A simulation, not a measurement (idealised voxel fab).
process module | voxel spacer lines
cross-section cut | 240 nm wide | cells 5 nm
A cross-section is a grid of square cells, given in bands from the top down. A band is one or more rows of cells.
Each band's line starts with the height of the band's top and of its bottom, in nm. Then come its materials from left to right, each with its width in nm. One material with "throughout" fills the band from edge to edge. "air" is empty space.
Height 0 is the level under which the wafer as received is all one material. The lowest band goes on downwards, as in "0 down".
A width such as "30 to 40" changes by the same amount from each row of cells to the next, from the band's top row to its bottom row.
"no change" after a step means that no cell of the cross-section changed.
closed voids: empty space of 8 cells or more with no open way to the top, each as width x height at its distance from the left edge, in nm
after a step's settings: what the simulator itself notes on the step
overlay nm, on a step with a mask: how far to the right of its planned place the mask lay; to the left if negative
plan
1 op RECEIVE | material Si
2 op CONFORMAL_DEP | material Al2O3 | thk nm 10
3 op DIRECTIONAL_DEP | material polySi | thk nm 20
4 op DIRECTIONAL_DEP | material aC | thk nm 30
5 op PATTERN | tone cover | mask id MANDREL | material resist | width nm 20 | pitch nm 60 | thk nm 40 | overlay nm 0
6 op DIRECTIONAL_ETCH | etch materials aC | depth nm 30
7 op STRIP | etch materials resist
8 op CONFORMAL_DEP | material SiO2 | thk nm 10
9 op DIRECTIONAL_ETCH | etch materials SiO2 | depth nm 10
10 op STRIP | etch materials aC
11 op DIRECTIONAL_ETCH | etch materials polySi | depth nm 20
12 op STRIP | etch materials SiO2
as received, after step 1
  0 down: Si throughout
  closed voids: none
first wafer at the end, as planned
  30 to 10: air 40 | polySi 10 | air 20 | polySi 10 | air 20 | polySi 10 | air 20 | polySi 10 | air 20 | polySi 10 | air 20 | polySi 10 | air 40
  10 to 0: Al2O3 throughout
  0 down: Si throughout
  closed voids: none
second wafer at the end: like start, like plan, one mistake
  50 to 30: air 40 | polySi 10 | air 20 | polySi 10 | air 20 | polySi 10 | air 20 | polySi 10 | air 20 | polySi 10 | air 20 | polySi 10 | air 40
  30 to 10: polySi throughout
  10 to 0: Al2O3 throughout
  0 down: Si throughout
  closed voids: none
what went wrong: step 3 was run twice
at the end the second wafer has, in cells: 192 more of polySi
